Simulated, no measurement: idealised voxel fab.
voxel released beams: a process module
Section shown: cut. Width: 250 nm. Cell size: 5 nm, square.
Notation: cross-section as square-cell grid; stated in bands, top first, going down; one or more cell rows per band. Heads up on the band format: heights come first, top then bottom, in nm. After that it's the materials left to right, each with its width in nm. A single material flagged "full width" fills the whole band edge to edge, and "air" means there's empty space there. Zero point of the height axis is 0; under it, received wafer = one material. Lowest band: continues down indefinitely, "0 nm and below". Per-row width for "30->40": begins at first number (top row of band), ends at second number (bottom row), increment between rows held constant. "all unchanged" -> step changed no cross-section cell. This entry, "Closed cavities", enumerates those empty regions of no fewer than 8 cells that possess no open connection to the top. Each region is reported in the form width x height at distance, the distance being taken from the left edge, with all three quantities expressed in nm. Formally, on a step line, whatever follows the settings is a remark that the simulator itself makes on the step. "overlay nm" answers the question of how far to the right of plan the mask lay on a step that has a mask, and when it is negative the answer is to the left.
# List of planned process steps
| 1 | RECEIVE with material Si |
| 2 | CONFORMAL_DEP with material SiN, thk nm 5 |
| 3 | DIRECTIONAL_DEP with material SiO2, thk nm 20 |
| 4 | PATTERN with tone open, mask id ANCHOR, material resist, width nm 45, thk nm 15, overlay nm 0 |
| 5 | DIRECTIONAL_ETCH with etch materials SiO2, depth nm 20 |
| 6 | STRIP with etch materials resist |
| 7 | CONFORMAL_DEP with material TiN, thk nm 15 |
| 8 | MASKED_ETCH with tone cover, mask id BEAM, width nm 130, etch materials TiN, depth nm 15, overlay nm 0 |
| 9 | STRIP with etch materials SiO2 |
# First of two wafers - as planned
# Delivered wafer in cross-section: state after step 1
0 nm and below = Si full width
Closed cavities: none
# Step 2 done - wafer cross-section
5 nm to 0 nm = SiN full width
Below 0, the layers are the same as they were.
# Step 3 done - wafer cross-section
25 nm to 5 nm = SiO2 full width
Below 5, the layers are the same as they were.
# Step 4 done - wafer cross-section
40 nm to 25 nm = 60 nm resist; 45 nm air; 145 nm resist
Below 25, the layers are the same as they were.
# Step 5 done - wafer cross-section
40 nm to 25 nm = 60 nm resist; 45 nm air; 145 nm resist
25 nm to 5 nm = 60 nm SiO2; 45 nm air; 145 nm SiO2
Below 5, the layers are the same as they were.
# Step 6 done - wafer cross-section
25 nm to 5 nm = 60 nm SiO2; 45 nm air; 145 nm SiO2
Below 5, the layers are the same as they were.
# Step 7 done - wafer cross-section
40 nm to 25 nm = 75 nm TiN; 15 nm air; 160 nm TiN
25 nm to 20 nm = 60 nm SiO2; 15 nm TiN; 15 nm air; 15 nm TiN; 145 nm SiO2
20 nm to 5 nm = 60 nm SiO2; 45 nm TiN; 145 nm SiO2
Below 5, the layers are the same as they were.
# Step 8 done - wafer cross-section
40 nm to 25 nm = 55 nm air; 20 nm TiN; 15 nm air; 95 nm TiN; 65 nm air
Below 25, the layers are the same as they were.
# Step 9 done - wafer cross-section
40 nm to 25 nm = 55 nm air; 20 nm TiN; 15 nm air; 95 nm TiN; 65 nm air
25 nm to 20 nm = 60 nm air; 15 nm TiN; 15 nm air; 15 nm TiN; 145 nm air
20 nm to 5 nm = 60 nm air; 45 nm TiN; 145 nm air
Below 5, the layers are the same as they were.
# What follows concerns the second wafer, which started out like the first and was meant to follow the very same plan; one mistake crept in when it was run, but everything up to and including step 5 is the same as for the first wafer
# Second wafer, section view, time point: scheduled end of step 6
0 nm and below = Si full width
# Second wafer, section view, time point: scheduled end of step 7
15 nm to 0 nm = TiN full width
Below 0, the layers are the same as they were.
# Second wafer, section view, time point: scheduled end of step 8
15 nm to 0 nm = 55 nm air; 130 nm TiN; 65 nm air
Below 0, the layers are the same as they were.
Second wafer, section view, time point: scheduled end of step 9: all unchanged
Plan not followed: planned and actual differ for step 6; actual: STRIP with etch materials SiN
Counted in cells at the end, the second wafer holds more or fewer of these materials than the first: SiN: 50 fewer | TiN: 24 fewer
